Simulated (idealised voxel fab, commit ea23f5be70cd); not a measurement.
Herein follows the process module entitled voxel self aligned vias.
Displayed cross-section: cut, width of 150 nm, square cells sized 5 nm.
Heads up, the way a cross-section reads in here is a grid of square cells, handed over as bands from the top down, with every band being one or more rows of cells.
Each band's line starts with the height of the band's top and of its bottom, in nm. Then come its materials from left to right, each with its width in nm. One material with "all across" fills the band from edge to edge. "air" is empty space.
Note: height 0 marks the level under which the wafer is uniformly one material as received. Lowest band unbounded below, written "0 down".
The two numbers in a width such as "30..40" mark its ends across the band: the first belongs to the top row of cells, the second to the bottom row, and from each row to the next the width moves by the same amount.
Where a step carries "no modification", the cross-section came out of it unchanged, cell for cell.
Entry "Unvented internal voids" = empty spaces >= 8 cells with no open way to the top; each as width x height at distance, distance from left edge, all nm.
Heads up: the bit after the settings on a step's line is the simulator's remark on that step.
On any step carrying a mask, the "overlay nm" setting, if present on the step's line, tells how far right of its planned place the mask lay; negative values point to the left.

Steps planned for the process:
1. op RECEIVE | material Si
2. op CONFORMAL_DEP | material SiO2 | thk nm 10
3. op CONFORMAL_DEP | material SiCN | thk nm 5
4. op DIRECTIONAL_DEP | material lowk | thk nm 20
5. op DIRECTIONAL_DEP | material aC | thk nm 15
6. op PATTERN | tone open | mask id LINES | material resist | width nm 30 | pitch nm 65 | thk nm 30 | overlay nm 0
7. op DIRECTIONAL_ETCH | etch materials aC | depth nm 15
8. op STRIP | etch materials resist
9. op DIRECTIONAL_ETCH | etch materials lowk | depth nm 20
10. op STRIP | etch materials aC
11. op CONFORMAL_DEP | material TiN | thk nm 5
12. op FILL_DEP | material Ru | thk nm 10
13. op CMP | height nm 35
14. op SELECTIVE_ETCH | etch materials W Ru TiN | depth nm 10
15. op FILL_DEP | material SiN | thk nm 10
16. op CMP | height nm 35
17. op DIRECTIONAL_DEP | material lowk | thk nm 20
18. op PATTERN | tone open | mask id VIAS | material resist | width nm 40 | thk nm 20 | overlay nm 0
19. op DIRECTIONAL_ETCH | etch materials lowk | depth nm 20
20. op DIRECTIONAL_ETCH | etch materials SiN | depth nm 10
21. op STRIP | etch materials resist
22. op CONFORMAL_DEP | material TiN | thk nm 5
23. op FILL_DEP | material Ru | thk nm 10
24. op CMP | height nm 55
25. op CONFORMAL_DEP | material SiN | thk nm 5

As received, after step 1:
* 0 down = Si all across
* Unvented internal voids: none

Cross-section, first of two wafers, end of module, run as planned:
* 60 to 55 = SiN all across
* 55 to 40 = lowk=20  TiN=5  Ru=30  TiN=5  lowk=90
* 40 to 35 = lowk=20  TiN=10  Ru=20  TiN=10  lowk=90
* 35 to 30 = lowk=25  TiN=5  Ru=20  TiN=5  lowk=35  SiN=30  lowk=30
* 30 to 25 = lowk=25  TiN=30  lowk=35  SiN=30  lowk=30
* 25 to 20 = lowk=25  TiN=5  Ru=20  TiN=5  lowk=35  TiN=5  Ru=20  TiN=5  lowk=30
* 20 to 15 = lowk=25  TiN=30  lowk=35  TiN=30  lowk=30
* 15 to 10 = SiCN all across
* 10 to 0 = SiO2 all across
* 0 down = Si all across
* Unvented internal voids: none

Wafer two cross-section, module end. Start and plan unchanged from wafer one; one mistake made during the run:
* 60 to 55 = SiN all across
* 55 to 40 = lowk=20  TiN=5  Ru=30  TiN=5  lowk=90
* 40 to 35 = lowk=20  TiN=40  lowk=90
* 35 to 25 = SiN=20  TiN=5  lowk=30  TiN=5  SiN=30  lowk=30  SiN=30
* 25 to 20 = Ru=20  TiN=5  lowk=30  TiN=5  Ru=25  TiN=5  lowk=30  TiN=5  Ru=25
* 20 to 15 = TiN=25  lowk=30  TiN=35  lowk=30  TiN=30
* 15 to 10 = SiCN all across
* 10 to 0 = SiO2 all across
* 0 down = Si all across
* Unvented internal voids: none
Error vs. plan: note that step 6 departed from the planned setting and was carried out as op PATTERN | tone cover | mask id LINES | material resist | width nm 30 | pitch nm 65 | thk nm 30 | overlay nm 0
Cell-count delta at end, second wafer over first, by material: -2 Ru; +20 SiN; +6 TiN; -24 lowk
